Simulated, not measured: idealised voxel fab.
Module name: voxel capacitor over wiring (process module)
The cross-section on display is named cut; it measures 295 nm wide, and its cells are 5 nm squares.
Cross-section = grid of square cells, listed top down in bands; band = one or more rows.
Each band's line starts with the height of the band's top and of its bottom, in nm. Then come its materials from left to right, each with its width in nm. One material with "throughout" fills the band from edge to edge. "blank" is empty space.
Ref level 0: as-received wafer is one material below here. Bottom band extends down with no lower bound ("0..down").
Top row gets the first number, bottom row gets the second, and each row in between changes by the same step: that is how a band width like "30..40" works.
Reading "changes: none" for a step: not a cell of the cross-section changed in it.
The entry titled "Enclosed empty spaces" provides the empty spaces that have no open way to the top, restricted to those of 8 cells or more. Each is presented as width x height at distance, the distance being measured from the left edge, with all three in nm.
after a step's settings: what the simulator itself notes on the step
overlay nm: where the mask lay relative to plan, measured to the right, on steps with a mask; negatives go left.
**plan**
| 1 | RECEIVE: material Si |
| 2 | CONFORMAL_DEP: material SiO2, thk nm 10 |
| 3 | DIRECTIONAL_DEP: material TiN, thk nm 5 |
| 4 | DIRECTIONAL_DEP: material Ru, thk nm 20 |
| 5 | PATTERN: tone cover, mask id METAL_1, material resist, width nm 20, pitch nm 80, thk nm 15, overlay nm 0 |
| 6 | DIRECTIONAL_ETCH: etch materials Ru, depth nm 20 |
| 7 | DIRECTIONAL_ETCH: etch materials TiN, depth nm 5 |
| 8 | STRIP: etch materials resist |
| 9 | CONFORMAL_DEP: material SiN, thk nm 5 |
| 10 | FILL_DEP: material SiO2, thk nm 10 |
| 11 | CMP: height nm 35 |
| 12 | CONFORMAL_DEP: material SiCN, thk nm 5 |
| 13 | DIRECTIONAL_DEP: material SiO2, thk nm 20 |
| 14 | MASKED_ETCH: tone open, mask id PLUG_1, width nm 15, etch materials SiO2, depth nm 20, overlay nm 0 |
| 15 | MASKED_ETCH: tone open, mask id PLUG_1, width nm 15, etch materials SiCN, depth nm 5, overlay nm 0 |
| 16 | CONFORMAL_DEP: material TiN, thk nm 5 |
| 17 | FILL_DEP: material W, thk nm 10 |
| 18 | CMP: height nm 55 |
| 19 | DIRECTIONAL_DEP: material TiN, thk nm 5 |
| 20 | DIRECTIONAL_DEP: material Al2O3, thk nm 5 |
| 21 | DIRECTIONAL_DEP: material TiN, thk nm 5 |
| 22 | MASKED_ETCH: tone cover, mask id UPPER_PLATE, width nm 65, etch materials TiN, depth nm 5, overlay nm 0 |
| 23 | MASKED_ETCH: tone cover, mask id UPPER_PLATE, width nm 65, etch materials Al2O3, depth nm 5, overlay nm 0 |
| 24 | PATTERN: tone cover, mask id LOWER_PLATE, material resist, width nm 75, thk nm 20, overlay nm 0 |
| 25 | DIRECTIONAL_ETCH: etch materials TiN, depth nm 5 |
| 26 | STRIP: etch materials resist |
| 27 | FILL_DEP: material SiO2, thk nm 20 |
| 28 | CMP: height nm 90 |
| 29 | PATTERN: tone open, mask id PLUG_2, material resist, width nm 15, thk nm 20, overlay nm 0 |
| 30 | DIRECTIONAL_ETCH: etch materials SiO2, depth nm 15 |
| 31 | STRIP: etch materials resist |
| 32 | CONFORMAL_DEP: material TiN, thk nm 5 |
| 33 | FILL_DEP: material Ru, thk nm 10 |
| 34 | CMP: height nm 90 |
| 35 | CONFORMAL_DEP: material SiCN, thk nm 5 |
What sets these wafers apart? The height nm at step 18. They all start alike, and the plan carries the first wafer's value.
**As-received state after step 1, first of several wafers, cross-section**
  0..down  Si throughout
  Enclosed empty spaces: none
**Wafer cross-section (first of several) - module end, post step 35 (last step)**
  95..90  SiCN throughout
  90..80  110 nm SiO2, then 5 nm TiN, then 5 nm Ru, then 5 nm TiN, then 170 nm SiO2
  80..75  110 nm SiO2, then 15 nm TiN, then 170 nm SiO2
  75..70  SiO2 throughout
  70..65  100 nm SiO2, then 65 nm TiN, then 130 nm SiO2
  65..60  100 nm SiO2, then 65 nm Al2O3, then 130 nm SiO2
  60..55  95 nm SiO2, then 75 nm TiN, then 125 nm SiO2
  55..40  100 nm SiO2, then 5 nm TiN, then 5 nm W, then 5 nm TiN, then 180 nm SiO2
  40..35  100 nm SiCN, then 15 nm TiN, then 180 nm SiCN
  35..15  90 nm SiO2, then 5 nm SiN, then 20 nm Ru, then 5 nm SiN, then 50 nm SiO2, then 5 nm SiN, then 20 nm Ru, then 5 nm SiN, then 95 nm SiO2
  15..10  95 nm SiN, then 20 nm TiN, then 60 nm SiN, then 20 nm TiN, then 100 nm SiN
  10..0  SiO2 throughout
  0..down  Si throughout
  Enclosed empty spaces: none
**Showing the last wafer in cross-section at the end of the module**
  95..90  SiCN throughout
  90..85  100 nm SiO2, then 65 nm TiN, then 130 nm SiO2
  85..80  100 nm SiO2, then 65 nm Al2O3, then 130 nm SiO2
  80..75  95 nm SiO2, then 75 nm TiN, then 125 nm SiO2
  75..65  W throughout
  65..60  105 nm TiN, then 5 nm W, then 185 nm TiN
  60..40  100 nm SiO2, then 5 nm TiN, then 5 nm W, then 5 nm TiN, then 180 nm SiO2
  40..35  100 nm SiCN, then 15 nm TiN, then 180 nm SiCN
  35..15  90 nm SiO2, then 5 nm SiN, then 20 nm Ru, then 5 nm SiN, then 50 nm SiO2, then 5 nm SiN, then 20 nm Ru, then 5 nm SiN, then 95 nm SiO2
  15..10  95 nm SiN, then 20 nm TiN, then 60 nm SiN, then 20 nm TiN, then 100 nm SiN
  10..0  SiO2 throughout
  0..down  Si throughout
  Enclosed empty spaces: none
**Take any row and you have a wafer at the end of the module: how many cells of each material it has gained (+) or lost (-) since it was received, and then its closed voids**
height nm 55, +13 Al2O3, +34 Ru, +115 SiCN, +67 SiN, +837 SiO2, +52 TiN, +3 W, Enclosed empty spaces: none
height nm 60, +13 Al2O3, +34 Ru, +115 SiCN, +67 SiN, +834 SiO2, +54 TiN, +4 W, Enclosed empty spaces: none
height nm 65, +13 Al2O3, +33 Ru, +115 SiCN, +67 SiN, +778 SiO2, +110 TiN, +5 W, Enclosed empty spaces: none
height nm 70, +13 Al2O3, +32 Ru, +115 SiCN, +67 SiN, +722 SiO2, +108 TiN, +64 W, Enclosed empty spaces: none
height nm 75, +13 Al2O3, +32 Ru, +115 SiCN, +67 SiN, +666 SiO2, +105 TiN, +123 W, Enclosed empty spaces: none
